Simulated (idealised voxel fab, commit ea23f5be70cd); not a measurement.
The following process module bears the name voxel quadruple lines.
Square cells of 5 nm make up the cross-section cut, whose width is 155 nm.
How to read a cross-section here: the picture is a grid of square cells, written as bands going from the top down, and any band can span one or more rows of cells. For a band, the entry starts with two heights in nm, that of the top and then that of the bottom, and carries on with the band's materials in order from left to right, each alongside its width in nm; the word "everywhere" beside a single material means it fills the band edge to edge, and "blank" means empty space. Ref level 0: as-received wafer is one material below here. Bottom band extends down with no lower bound ("0 and below"). So if you see something like "30->40" for the width, read it as the top row of the band sitting at the first number and the bottom row at the second, with every row in between moving by the same amount as the last. Reading "nothing got changed" for a step: not a cell of the cross-section changed in it. Each empty space that has no open way to the top and spans at least 8 cells appears under "Voids lacking openings" as width x height at distance, the distance counted from the left edge, all in nm. On each step's line, the part that comes after the settings is the simulator's own comment on the step. When a step includes a mask, the "overlay nm" setting on its line states how far to the right of its planned place that mask lay, and negative values state how far to the left.
**Listed below are the process steps as planned**
1: op RECEIVE | material Si
2: op CONFORMAL_DEP | material SiO2 | thk nm 5
3: op DIRECTIONAL_DEP | material W | thk nm 10
4: op DIRECTIONAL_DEP | material polySi | thk nm 15
5: op DIRECTIONAL_DEP | material aC | thk nm 20
6: op PATTERN | tone cover | mask id MANDREL | material resist | width nm 35 | thk nm 30 | overlay nm 0
7: op DIRECTIONAL_ETCH | etch materials aC | depth nm 20
8: op STRIP | etch materials resist
9: op CONFORMAL_DEP | material SiO2 | thk nm 15
10: op DIRECTIONAL_ETCH | etch materials SiO2 | depth nm 15
11: op STRIP | etch materials aC
12: op DIRECTIONAL_ETCH | etch materials polySi | depth nm 15
13: op STRIP | etch materials SiO2
14: op CONFORMAL_DEP | material SiCN | thk nm 10
15: op DIRECTIONAL_ETCH | etch materials SiCN | depth nm 10
16: op STRIP | etch materials polySi
17: op DIRECTIONAL_ETCH | etch materials W | depth nm 10
18: op STRIP | etch materials SiCN
**Cross-section of the incoming wafer, state after step 1**
	0 and below = Si everywhere
	Voids lacking openings: none
**The cross-section shown corresponds to the wafer at the conclusion of the module. The initial structure and the process plan are those presented above; however, one mistake occurred in executing the plan**
	10 down to 0 = blank: 35; W: 10; blank: 15; W: 10; blank: 15; W: 10; blank: 15; W: 10; blank: 35
	0 and below = Si everywhere
	Voids lacking openings: none
what went wrong: no execution of plan step 2; skipped
